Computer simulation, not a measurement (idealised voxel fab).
A process module follows: voxel gate over fins.
290 nm wide, 5 nm square cells: that's cross-section cut.
Cross-section, as written here: a square-cell grid given band by band from the top down, where a band holds one or more rows of cells. What a band's entry tells you: where the top is and where the bottom is, as heights in nm, and after that what lies inside, material by material from left to right, each with its width in nm. Empty space is written as the word "empty", and a single material marked with the word "throughout" occupies the band from edge to edge. Counting heights begins at 0, where everything beneath is, in the wafer as received, one material. The lowest band has no bottom; it goes on downwards, as "z 0 and below" shows. The two numbers in a width such as "30..40" mark its ends across the band: the first belongs to the top row of cells, the second to the bottom row, and from each row to the next the width moves by the same amount. The designation "nothing different", where it is given for a processing step, indicates that no cell of the cross-section was altered in the course of that step. Entry "Closed void catalog" = empty spaces >= 8 cells with no open way to the top; each as width x height at distance, distance from left edge, all nm. after a step's settings: what the simulator itself notes on the step. The "overlay nm" setting may appear on a step's line; for a step that uses a mask, it gives how far to the right of its planned position the mask lay, and a negative value indicates the left.
**The steps planned for the process are as follows**
| 1 | RECEIVE | material Si |
| 2 | CONFORMAL_DEP | material SiN | thk nm 5 |
| 3 | PATTERN | tone cover | mask id FINS | material resist | width nm 15 | pitch nm 35 | thk nm 20 | overlay nm 0 |
| 4 | DIRECTIONAL_ETCH | etch materials SiN | depth nm 5 |
| 5 | DIRECTIONAL_ETCH | etch materials Si | depth nm 35 |
| 6 | STRIP | etch materials resist |
| 7 | FILL_DEP | material SiO2 | thk nm 5 |
| 8 | CMP | height nm 5 |
| 9 | SELECTIVE_ETCH | etch materials SiO2 | depth nm 20 |
| 10 | STRIP | etch materials SiN |
| 11 | CONFORMAL_DEP | material HfO2 | thk nm 5 |
| 12 | CONFORMAL_DEP | material TiN | thk nm 5 |
| 13 | CONFORMAL_DEP | material TiAl | thk nm 5 |
| 14 | CONFORMAL_DEP | material TiN | thk nm 5 |
| 15 | FILL_DEP | material W | thk nm 10 |
| 16 | CMP | height nm 25 |
| 17 | CONFORMAL_DEP | material SiCN | thk nm 5 |
**This is the cross-section of the wafer as we received it, i.e. after step 1**
  z 0 and below: Si throughout
  Closed void catalog: none
**Post-module cross-section: identical start and plan to those above, one misstep in execution**
  z 30 to 25: SiCN throughout
  z 25 to 20: W throughout
  z 20 to 15: W 80, then TiN 125, then W 85
  z 15 to 10: W 80, then TiN 5, then TiAl 115, then TiN 5, then W 85
  z 10 to 5: W 80, then TiN 5, then TiAl 5, then TiN 105, then TiAl 5, then TiN 5, then W 85
  z 5 to 0: TiN 85, then TiAl 5, then TiN 5, then HfO2 25, then TiN 10, then HfO2 25, then TiN 10, then HfO2 25, then TiN 5, then TiAl 5, then TiN 90
  z 0 to -5: TiAl 90, then TiN 5, then HfO2 5, then Si 15, then HfO2 5, then TiN 10, then HfO2 5, then Si 15, then HfO2 5, then TiN 10, then HfO2 5, then Si 15, then HfO2 5, then TiN 5, then TiAl 95
  z -5 to -10: TiN 95, then HfO2 5, then Si 15, then HfO2 5, then TiN 10, then HfO2 5, then Si 15, then HfO2 5, then TiN 10, then HfO2 5, then Si 15, then HfO2 5, then TiN 100
  z -10 to -15: HfO2 100, then Si 15, then HfO2 20, then Si 15, then HfO2 20, then Si 15, then HfO2 105
  z -15 to -70: SiO2 100, then Si 15, then SiO2 20, then Si 15, then SiO2 20, then Si 15, then SiO2 105
  z -70 and below: Si throughout
  Closed void catalog: none
Want to know what went wrong? step 5 in the plan was executed twice
